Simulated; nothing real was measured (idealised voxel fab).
process module | voxel self aligned vias
cross-section cut | 270 nm wide | cells 5 nm
A cross-section is a grid of square cells, given in bands from the top down. A band is one or more rows of cells.
Each band's line starts with the height of the band's top and of its bottom, in nm. Then come its materials from left to right, each with its width in nm. One material with "throughout" fills the band from edge to edge. "air" is empty space.
Height 0 is the level under which the wafer as received is all one material. The lowest band goes on downwards, as in "0 down".
A width such as "30 to 40" changes by the same amount from each row of cells to the next, from the band's top row to its bottom row.
"no change" after a step means that no cell of the cross-section changed.
closed voids: empty space of 8 cells or more with no open way to the top, each as width x height at its distance from the left edge, in nm
after a step's settings: what the simulator itself notes on the step
overlay nm, on a step with a mask: how far to the right of its planned place the mask lay; to the left if negative
plan
1 op RECEIVE | material Si
2 op CONFORMAL_DEP | material SiO2 | thk nm 10
3 op CONFORMAL_DEP | material SiCN | thk nm 5
4 op DIRECTIONAL_DEP | material SiO2 | thk nm 20
5 op MASKED_ETCH | tone open | mask id LINES | width nm 30 | pitch nm 60 | etch materials SiO2 | depth nm 20 | overlay nm 0
6 op CONFORMAL_DEP | material TiN | thk nm 5
7 op FILL_DEP | material Ru | thk nm 10
8 op CMP | height nm 35
9 op SELECTIVE_ETCH | etch materials W Ru TiN | depth nm 10
10 op FILL_DEP | material SiN | thk nm 10
11 op CMP | height nm 35
12 op DIRECTIONAL_DEP | material SiO2 | thk nm 15
13 op MASKED_ETCH | tone open | mask id VIAS | width nm 40 | etch materials SiO2 | depth nm 15 | overlay nm 0
14 op MASKED_ETCH | tone open | mask id VIAS | width nm 40 | etch materials SiN | depth nm 10 | overlay nm 0
15 op CONFORMAL_DEP | material TiN | thk nm 5
16 op FILL_DEP | material Ru | thk nm 10
17 op CMP | height nm 50
18 op CONFORMAL_DEP | material SiN | thk nm 5
as received, after step 1
  0 down: Si throughout
  closed voids: none
first wafer at the end, as planned
  55 to 50: SiN throughout
  50 to 40: SiO2 85 | TiN 5 | Ru 30 | TiN 5 | SiO2 145
  40 to 35: SiO2 85 | TiN 10 | Ru 20 | TiN 10 | SiO2 145
  35 to 30: SiO2 90 | TiN 5 | Ru 20 | TiN 5 | SiO2 30 | SiN 30 | SiO2 90
  30 to 25: SiO2 90 | TiN 30 | SiO2 30 | SiN 30 | SiO2 90
  25 to 20: SiO2 90 | TiN 5 | Ru 20 | TiN 5 | SiO2 30 | TiN 5 | Ru 20 | TiN 5 | SiO2 90
  20 to 15: SiO2 90 | TiN 30 | SiO2 30 | TiN 30 | SiO2 90
  15 to 10: SiCN throughout
  10 to 0: SiO2 throughout
  0 down: Si throughout
  closed voids: none
second wafer at the end: like start, like plan, one mistake
  65 to 50: SiN throughout
  50 to 40: SiO2 85 | TiN 5 | Ru 30 | TiN 5 | SiO2 145
  40 to 35: SiO2 85 | TiN 10 | Ru 20 | TiN 10 | SiO2 145
  35 to 30: SiO2 90 | TiN 5 | Ru 20 | TiN 5 | SiO2 30 | SiN 30 | SiO2 90
  30 to 25: SiO2 90 | TiN 30 | SiO2 30 | SiN 30 | SiO2 90
  25 to 20: SiO2 90 | TiN 5 | Ru 20 | TiN 5 | SiO2 30 | TiN 5 | Ru 20 | TiN 5 | SiO2 90
  20 to 15: SiO2 90 | TiN 30 | SiO2 30 | TiN 30 | SiO2 90
  15 to 10: SiCN throughout
  10 to 0: SiO2 throughout
  0 down: Si throughout
  closed voids: none
what went wrong: step 18 ran as: op CONFORMAL_DEP | material SiN | thk nm 15
at the end the second wafer has, in cells: 108 more of SiN
